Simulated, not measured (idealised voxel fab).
process module | voxel trench capacitor
cross-section cut | 185 nm wide | cells 5 nm
A cross-section is a grid of square cells, given in bands from the top down. A band is one or more rows of cells.
Each band's line starts with the height of the band's top and of its bottom, in nm. Then come its materials from left to right, each with its width in nm. One material with "throughout" fills the band from edge to edge. "air" is empty space.
Height 0 is the level under which the wafer as received is all one material. The lowest band goes on downwards, as in "0 down".
A width such as "30 to 40" changes by the same amount from each row of cells to the next, from the band's top row to its bottom row.
"no change" after a step means that no cell of the cross-section changed.
closed voids: empty space of 8 cells or more with no open way to the top, each as width x height at its distance from the left edge, in nm
after a step's settings: what the simulator itself notes on the step
overlay nm, on a step with a mask: how far to the right of its planned place the mask lay; to the left if negative
plan
1 op RECEIVE | material Si
2 op CONFORMAL_DEP | material SiN | thk nm 10
3 op DIRECTIONAL_DEP | material aC | thk nm 15
4 op PATTERN | tone open | mask id TRENCH | material resist | width nm 30 | pitch nm 50 | thk nm 35 | overlay nm 0
5 op DIRECTIONAL_ETCH | etch materials aC | depth nm 15
6 op STRIP | etch materials resist
7 op DIRECTIONAL_ETCH | etch materials SiN | depth nm 10
8 op DIRECTIONAL_ETCH | etch materials Si | depth nm 25
9 op STRIP | etch materials aC
10 op CONFORMAL_DEP | material Al2O3 | thk nm 5
11 op CONFORMAL_DEP | material TiN | thk nm 5
12 op FILL_DEP | material W | thk nm 5
13 op CMP | height nm 10
as received, after step 1
  0 down: Si throughout
  closed voids: none
first wafer at the end, as planned
  10 to 0: SiN 50 | Al2O3 5 | TiN 5 | W 10 | TiN 5 | Al2O3 5 | SiN 20 | Al2O3 5 | TiN 5 | W 10 | TiN 5 | Al2O3 5 | SiN 55
  0 to -15: Si 50 | Al2O3 5 | TiN 5 | W 10 | TiN 5 | Al2O3 5 | Si 20 | Al2O3 5 | TiN 5 | W 10 | TiN 5 | Al2O3 5 | Si 55
  -15 to -20: Si 50 | Al2O3 5 | TiN 20 | Al2O3 5 | Si 20 | Al2O3 5 | TiN 20 | Al2O3 5 | Si 55
  -20 to -25: Si 50 | Al2O3 30 | Si 20 | Al2O3 30 | Si 55
  -25 down: Si throughout
  closed voids: none
second wafer at the end: like start, like plan, one mistake
  10 to 0: SiN 40 | Al2O3 5 | TiN 5 | W 10 | TiN 5 | Al2O3 5 | SiN 20 | Al2O3 5 | TiN 5 | W 10 | TiN 5 | Al2O3 5 | SiN 65
  0 to -15: Si 40 | Al2O3 5 | TiN 5 | W 10 | TiN 5 | Al2O3 5 | Si 20 | Al2O3 5 | TiN 5 | W 10 | TiN 5 | Al2O3 5 | Si 65
  -15 to -20: Si 40 | Al2O3 5 | TiN 20 | Al2O3 5 | Si 20 | Al2O3 5 | TiN 20 | Al2O3 5 | Si 65
  -20 to -25: Si 40 | Al2O3 30 | Si 20 | Al2O3 30 | Si 65
  -25 down: Si throughout
  closed voids: none
what went wrong: step 4 ran as: op PATTERN | tone open | mask id TRENCH | material resist | width nm 30 | pitch nm 50 | thk nm 35 | overlay nm -10
at the end the second wafer has, in cells: as many of each material as the first, in other places
